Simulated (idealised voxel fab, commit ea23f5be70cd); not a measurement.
process module | voxel gate over fins
cross-section cut | 270 nm wide | cells 5 nm
A cross-section is a grid of square cells, given in bands from the top down. A band is one or more rows of cells.
Each band's line starts with the height of the band's top and of its bottom, in nm. Then come its materials from left to right, each with its width in nm. One material with "throughout" fills the band from edge to edge. "air" is empty space.
Height 0 is the level under which the wafer as received is all one material. The lowest band goes on downwards, as in "0 down".
A width such as "30 to 40" changes by the same amount from each row of cells to the next, from the band's top row to its bottom row.
"no change" after a step means that no cell of the cross-section changed.
closed voids: empty space of 8 cells or more with no open way to the top, each as width x height at its distance from the left edge, in nm
after a step's settings: what the simulator itself notes on the step
overlay nm, on a step with a mask: how far to the right of its planned place the mask lay; to the left if negative
plan
1 op RECEIVE | material Si
2 op CONFORMAL_DEP | material SiN | thk nm 10
3 op PATTERN | tone cover | mask id FINS | material resist | width nm 15 | pitch nm 40 | thk nm 20 | overlay nm 0
4 op DIRECTIONAL_ETCH | etch materials SiN | depth nm 10
5 op DIRECTIONAL_ETCH | etch materials Si | depth nm 35
6 op STRIP | etch materials resist
7 op FILL_DEP | material SiO2 | thk nm 15
8 op CMP | height nm 10
9 op SELECTIVE_ETCH | etch materials SiO2 | depth nm 20
10 op STRIP | etch materials SiN
11 op CONFORMAL_DEP | material HfO2 | thk nm 5
12 op CONFORMAL_DEP | material TiN | thk nm 5
13 op CONFORMAL_DEP | material TiAl | thk nm 5
14 op CONFORMAL_DEP | material TiN | thk nm 5
15 op FILL_DEP | material W | thk nm 10
16 op CMP | height nm 25
17 op CONFORMAL_DEP | material SiCN | thk nm 10
varied across the wafers: width nm of step 3. The plan shows the first wafer's value. All wafers start alike
first wafer as received, after step 1
  0 down: Si throughout
  closed voids: none
first wafer at the end, after step 17
  35 to 25: SiCN throughout
  25 to 20: W throughout
  20 to 15: W 65 | TiN 135 | W 70
  15 to 10: W 65 | TiN 5 | TiAl 125 | TiN 5 | W 70
  10 to 5: TiN 70 | TiAl 5 | TiN 35 | TiAl 5 | TiN 35 | TiAl 5 | TiN 35 | TiAl 5 | TiN 75
  5 to 0: TiAl 75 | TiN 5 | HfO2 25 | TiN 5 | TiAl 5 | TiN 5 | HfO2 25 | TiN 5 | TiAl 5 | TiN 5 | HfO2 25 | TiN 5 | TiAl 80
  0 to -5: TiN 80 | HfO2 5 | Si 15 | HfO2 5 | TiN 15 | HfO2 5 | Si 15 | HfO2 5 | TiN 15 | HfO2 5 | Si 15 | HfO2 5 | TiN 85
  -5 to -10: HfO2 85 | Si 15 | HfO2 25 | Si 15 | HfO2 25 | Si 15 | HfO2 90
  -10 to -35: SiO2 85 | Si 15 | SiO2 25 | Si 15 | SiO2 25 | Si 15 | SiO2 90
  -35 down: Si throughout
  closed voids: none
last wafer at the end
  35 to 25: SiCN throughout
  25 to 20: W throughout
  20 to 15: W 60 | TiN 145 | W 65
  15 to 10: W 60 | TiN 5 | TiAl 135 | TiN 5 | W 65
  10 to 5: TiN 65 | TiAl 5 | TiN 125 | TiAl 5 | TiN 70
  5 to 0: TiAl 70 | TiN 5 | HfO2 35 | TiN 5 | HfO2 35 | TiN 5 | HfO2 35 | TiN 5 | TiAl 75
  0 to -5: TiN 75 | HfO2 5 | Si 25 | HfO2 5 | TiN 5 | HfO2 5 | Si 25 | HfO2 5 | TiN 5 | HfO2 5 | Si 25 | HfO2 5 | TiN 80
  -5 to -10: HfO2 80 | Si 25 | HfO2 15 | Si 25 | HfO2 15 | Si 25 | HfO2 85
  -10 to -35: SiO2 80 | Si 25 | SiO2 15 | Si 25 | SiO2 15 | Si 25 | SiO2 85
  -35 down: Si throughout
  closed voids: none
each wafer at the end: cells of each material gained (+) or lost (-) since it was received, then its closed voids
width nm 15 | +66 HfO2 | -315 Si | +108 SiCN | +225 SiO2 | +62 TiAl | +124 TiN | +108 W | closed voids: none
width nm 20 | +66 HfO2 | -294 Si | +108 SiCN | +210 SiO2 | +58 TiAl | +124 TiN | +106 W | closed voids: none
width nm 25 | +66 HfO2 | -273 Si | +108 SiCN | +195 SiO2 | +58 TiAl | +120 TiN | +104 W | closed voids: none
